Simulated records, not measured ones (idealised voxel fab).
This is a process module. Its name is voxel released beams.
It is cross-section cut that appears here, measuring 140 nm in width, its square cells being 5 nm in size.
Throughout this document, each cross-section is represented as a grid of square cells and is presented as a sequence of bands enumerated from the top downward, where a band comprises one or more rows of cells.
Band: top and bottom heights (nm) first, top before bottom; then materials from left to right, widths in nm. "all across" marks a sole material filling the band edge to edge. "blank" denotes empty space.
Height is counted from the level 0, under which the received wafer is composed throughout of one material. The lowest of the bands is not closed at the bottom but continues downward, in the notation "0 and below".
The width entry "30->40" should be interpreted row by row: the top row of cells in the band takes the first number, the bottom row takes the second number, and the change between adjacent rows is uniform throughout.
Step note "remains unaltered" = no cross-section cell changed.
"Enclosed void catalog" specifies each empty space that is not open to the top and that occupies no fewer than 8 cells, using the form width x height at distance, the distance measured from the left edge and all three quantities in nm.
Post-settings text on a step line: simulator's own remark regarding the step.
overlay nm, on a step with a mask: how far to the right of its planned place the mask lay; to the left if negative
**Process steps - plan**
| 1 | RECEIVE (material Si) |
| 2 | CONFORMAL_DEP (material SiN; thk nm 5) |
| 3 | DIRECTIONAL_DEP (material SiO2; thk nm 10) |
| 4 | DIRECTIONAL_DEP (material aC; thk nm 15) |
| 5 | PATTERN (tone open; mask id ANCHOR; material resist; width nm 25; thk nm 30; overlay nm 0) |
| 6 | DIRECTIONAL_ETCH (etch materials aC; depth nm 15) |
| 7 | STRIP (etch materials resist) |
| 8 | DIRECTIONAL_ETCH (etch materials SiO2; depth nm 10) |
| 9 | STRIP (etch materials aC) |
| 10 | CONFORMAL_DEP (material W; thk nm 10) |
| 11 | MASKED_ETCH (tone cover; mask id BEAM; width nm 70; etch materials W; depth nm 10; overlay nm 0) |
| 12 | STRIP (etch materials SiO2) |
**As received (post step 1): cross-section**
0 and below  Si all across
Enclosed void catalog: none
**One mistake in running the module, otherwise start and plan as above: cross-section at the end**
25 down to 15  30 blank, then 10 W, then 5 blank, then 55 W, then 40 blank
15 down to 5  30 blank, then 25 W, then 85 blank
5 down to 0  SiN all across
0 and below  Si all across
Enclosed void catalog: none
Which mistake was made when the wafer was run? rather than as planned, step 5 actually ran as PATTERN (tone open; mask id ANCHOR; material resist; width nm 25; thk nm 30; overlay nm -5)
